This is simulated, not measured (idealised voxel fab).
Process module under the name voxel quadruple lines
Cross-section cut: width 195 nm, square cells of 5 nm.
A cross-section is a grid of square cells, given in bands from the top down. A band is one or more rows of cells. The band entry comprises the height of the band's top followed by the height of its bottom, expressed in nm, and subsequently the band's materials from left to right, each stated together with its width in nm. Where a single material is marked with the word "everywhere", that material fills the band from edge to edge. The word "blank" represents empty space. A quick word on heights: they are counted from 0, and under that level the wafer as it came to us is one material throughout. The lowest band is different from the rest in having no bottom; it simply continues downward, written as in "0 down". The expression "30..40" gives the width at the extremes of the band, the first number at its top row of cells and the second at its bottom row, with the width changing by equal amounts from each row to the next in between. "nothing changed", as given for a step, is the statement that not any cell of the cross-section underwent a change during that step. The list in "Encapsulated voids" covers empty spaces of 8 cells or more that cannot reach the top through any open way, and it gives each as width x height at distance; the distance is from the left edge, and width, height and distance are in nm. Step line, after settings: the simulator's comment on this step. What "overlay nm" on a step's line means: if the step has a mask, that mask lay this far to the right of its planned place, or, when the value is negative, to the left.

Below is the list of planned process steps
- 1: RECEIVE (material Si)
- 2: CONFORMAL_DEP (material Al2O3; thk nm 5)
- 3: DIRECTIONAL_DEP (material W; thk nm 10)
- 4: DIRECTIONAL_DEP (material polySi; thk nm 15)
- 5: DIRECTIONAL_DEP (material aC; thk nm 25)
- 6: PATTERN (tone cover; mask id MANDREL; material resist; width nm 25; thk nm 35; overlay nm 0)
- 7: DIRECTIONAL_ETCH (etch materials aC; depth nm 25)
- 8: STRIP (etch materials resist)
- 9: CONFORMAL_DEP (material SiO2; thk nm 15)
- 10: DIRECTIONAL_ETCH (etch materials SiO2; depth nm 15)
- 11: STRIP (etch materials aC)
- 12: DIRECTIONAL_ETCH (etch materials polySi; depth nm 15)
- 13: STRIP (etch materials SiO2)
- 14: CONFORMAL_DEP (material SiCN; thk nm 5)
- 15: DIRECTIONAL_ETCH (etch materials SiCN; depth nm 5)
- 16: STRIP (etch materials polySi)
- 17: DIRECTIONAL_ETCH (etch materials W; depth nm 10)
- 18: STRIP (etch materials SiCN)
- 19: FILL_DEP (material SiO2; thk nm 5)
- 20: CMP (height nm 15)

First wafer, two in total, run as planned

As-received wafer cross-section (after step 1)
  0 down | Si everywhere
  Encapsulated voids: none

Step 2 done - wafer cross-section
  5 to 0 | Al2O3 everywhere
  Lower than 0, everything is as it was.

Step 3 done - wafer cross-section
  15 to 5 | W everywhere
  Lower than 5, everything is as it was.

Step 4 done - wafer cross-section
  30 to 15 | polySi everywhere
  Lower than 15, everything is as it was.

Step 5 done - wafer cross-section
  55 to 30 | aC everywhere
  Lower than 30, everything is as it was.

Step 6 done - wafer cross-section
  90 to 55 | 85 blank | 25 resist | 85 blank
  Lower than 55, everything is as it was.

Step 7 done - wafer cross-section
  65 to 55 | 85 blank | 25 resist | 85 blank
  55 to 30 | 85 blank | 25 aC | 85 blank
  Lower than 30, everything is as it was.

Step 8 done - wafer cross-section
  55 to 30 | 85 blank | 25 aC | 85 blank
  Lower than 30, everything is as it was.

Step 9 done - wafer cross-section
  70 to 55 | 70 blank | 55 SiO2 | 70 blank
  55 to 45 | 70 blank | 15 SiO2 | 25 aC | 15 SiO2 | 70 blank
  45 to 30 | 85 SiO2 | 25 aC | 85 SiO2
  Lower than 30, everything is as it was.

Step 10 done - wafer cross-section
  55 to 30 | 70 blank | 15 SiO2 | 25 aC | 15 SiO2 | 70 blank
  Lower than 30, everything is as it was.

Step 11 done - wafer cross-section
  55 to 30 | 70 blank | 15 SiO2 | 25 blank | 15 SiO2 | 70 blank
  Lower than 30, everything is as it was.

Step 12 done - wafer cross-section
  55 to 30 | 70 blank | 15 SiO2 | 25 blank | 15 SiO2 | 70 blank
  30 to 15 | 70 blank | 15 polySi | 25 blank | 15 polySi | 70 blank
  Lower than 15, everything is as it was.

Step 13 done - wafer cross-section
  30 to 15 | 70 blank | 15 polySi | 25 blank | 15 polySi | 70 blank
  Lower than 15, everything is as it was.

Step 14 done - wafer cross-section
  35 to 30 | 65 blank | 25 SiCN | 15 blank | 25 SiCN | 65 blank
  30 to 20 | 65 blank | 5 SiCN | 15 polySi | 5 SiCN | 15 blank | 5 SiCN | 15 polySi | 5 SiCN | 65 blank
  20 to 15 | 70 SiCN | 15 polySi | 25 SiCN | 15 polySi | 70 SiCN
  Lower than 15, everything is as it was.

Step 15 done - wafer cross-section
  30 to 15 | 65 blank | 5 SiCN | 15 polySi | 5 SiCN | 15 blank | 5 SiCN | 15 polySi | 5 SiCN | 65 blank
  Lower than 15, everything is as it was.

Step 16 done - wafer cross-section
  30 to 15 | 65 blank | 5 SiCN | 15 blank | 5 SiCN | 15 blank | 5 SiCN | 15 blank | 5 SiCN | 65 blank
  Lower than 15, everything is as it was.

Step 17 done - wafer cross-section
  30 to 15 | 65 blank | 5 SiCN | 15 blank | 5 SiCN | 15 blank | 5 SiCN | 15 blank | 5 SiCN | 65 blank
  15 to 5 | 65 blank | 5 W | 15 blank | 5 W | 15 blank | 5 W | 15 blank | 5 W | 65 blank
  Lower than 5, everything is as it was.

Step 18 done - wafer cross-section
  15 to 5 | 65 blank | 5 W | 15 blank | 5 W | 15 blank | 5 W | 15 blank | 5 W | 65 blank
  Lower than 5, everything is as it was.

Step 19 done - wafer cross-section
  20 to 15 | SiO2 everywhere
  15 to 5 | 65 SiO2 | 5 W | 15 SiO2 | 5 W | 15 SiO2 | 5 W | 15 SiO2 | 5 W | 65 SiO2
  Lower than 5, everything is as it was.

Step 20 done - wafer cross-section
  15 to 5 | 65 SiO2 | 5 W | 15 SiO2 | 5 W | 15 SiO2 | 5 W | 15 SiO2 | 5 W | 65 SiO2
  Lower than 5, everything is as it was.

Now the other wafer: same start, same recipe, but we messed up one thing when running it. Up to and including step 1 it's the same as the first one

The second wafer cut through, at the time step 2 was supposed to be finished: nothing changed

The second wafer cut through, at the time step 3 was supposed to be finished
  10 to 0 | W everywhere
  Lower than 0, everything is as it was.

The second wafer cut through, at the time step 4 was supposed to be finished
  25 to 10 | polySi everywhere
  Lower than 10, everything is as it was.

The second wafer cut through, at the time step 5 was supposed to be finished
  50 to 25 | aC everywhere
  Lower than 25, everything is as it was.

The second wafer cut through, at the time step 6 was supposed to be finished
  85 to 50 | 85 blank | 25 resist | 85 blank
  Lower than 50, everything is as it was.

The second wafer cut through, at the time step 7 was supposed to be finished
  60 to 50 | 85 blank | 25 resist | 85 blank
  50 to 25 | 85 blank | 25 aC | 85 blank
  Lower than 25, everything is as it was.

The second wafer cut through, at the time step 8 was supposed to be finished
  50 to 25 | 85 blank | 25 aC | 85 blank
  Lower than 25, everything is as it was.

The second wafer cut through, at the time step 9 was supposed to be finished
  65 to 50 | 70 blank | 55 SiO2 | 70 blank
  50 to 40 | 70 blank | 15 SiO2 | 25 aC | 15 SiO2 | 70 blank
  40 to 25 | 85 SiO2 | 25 aC | 85 SiO2
  Lower than 25, everything is as it was.

The second wafer cut through, at the time step 10 was supposed to be finished
  50 to 25 | 70 blank | 15 SiO2 | 25 aC | 15 SiO2 | 70 blank
  Lower than 25, everything is as it was.

The second wafer cut through, at the time step 11 was supposed to be finished
  50 to 25 | 70 blank | 15 SiO2 | 25 blank | 15 SiO2 | 70 blank
  Lower than 25, everything is as it was.

The second wafer cut through, at the time step 12 was supposed to be finished
  50 to 25 | 70 blank | 15 SiO2 | 25 blank | 15 SiO2 | 70 blank
  25 to 10 | 70 blank | 15 polySi | 25 blank | 15 polySi | 70 blank
  Lower than 10, everything is as it was.

The second wafer cut through, at the time step 13 was supposed to be finished
  25 to 10 | 70 blank | 15 polySi | 25 blank | 15 polySi | 70 blank
  Lower than 10, everything is as it was.

The second wafer cut through, at the time step 14 was supposed to be finished
  30 to 25 | 65 blank | 25 SiCN | 15 blank | 25 SiCN | 65 blank
  25 to 15 | 65 blank | 5 SiCN | 15 polySi | 5 SiCN | 15 blank | 5 SiCN | 15 polySi | 5 SiCN | 65 blank
  15 to 10 | 70 SiCN | 15 polySi | 25 SiCN | 15 polySi | 70 SiCN
  Lower than 10, everything is as it was.

The second wafer cut through, at the time step 15 was supposed to be finished
  25 to 10 | 65 blank | 5 SiCN | 15 polySi | 5 SiCN | 15 blank | 5 SiCN | 15 polySi | 5 SiCN | 65 blank
  Lower than 10, everything is as it was.

The second wafer cut through, at the time step 16 was supposed to be finished
  25 to 10 | 65 blank | 5 SiCN | 15 blank | 5 SiCN | 15 blank | 5 SiCN | 15 blank | 5 SiCN | 65 blank
  Lower than 10, everything is as it was.

The second wafer cut through, at the time step 17 was supposed to be finished
  25 to 10 | 65 blank | 5 SiCN | 15 blank | 5 SiCN | 15 blank | 5 SiCN | 15 blank | 5 SiCN | 65 blank
  10 to 0 | 65 blank | 5 W | 15 blank | 5 W | 15 blank | 5 W | 15 blank | 5 W | 65 blank
  Lower than 0, everything is as it was.

The second wafer cut through, at the time step 18 was supposed to be finished
  10 to 0 | 65 blank | 5 W | 15 blank | 5 W | 15 blank | 5 W | 15 blank | 5 W | 65 blank
  Lower than 0, everything is as it was.

The second wafer cut through, at the time step 19 was supposed to be finished
  15 to 10 | SiO2 everywhere
  10 to 0 | 65 SiO2 | 5 W | 15 SiO2 | 5 W | 15 SiO2 | 5 W | 15 SiO2 | 5 W | 65 SiO2
  Lower than 0, everything is as it was.

The second wafer cut through, at the time step 20 was supposed to be finished: nothing changed
What was done differently from what was planned? step 2 of the plan was bypassed and not carried out
Final wafer comparison in cells, second versus first, more or fewer per material: Al2O3: 39 fewer | SiO2: 39 more
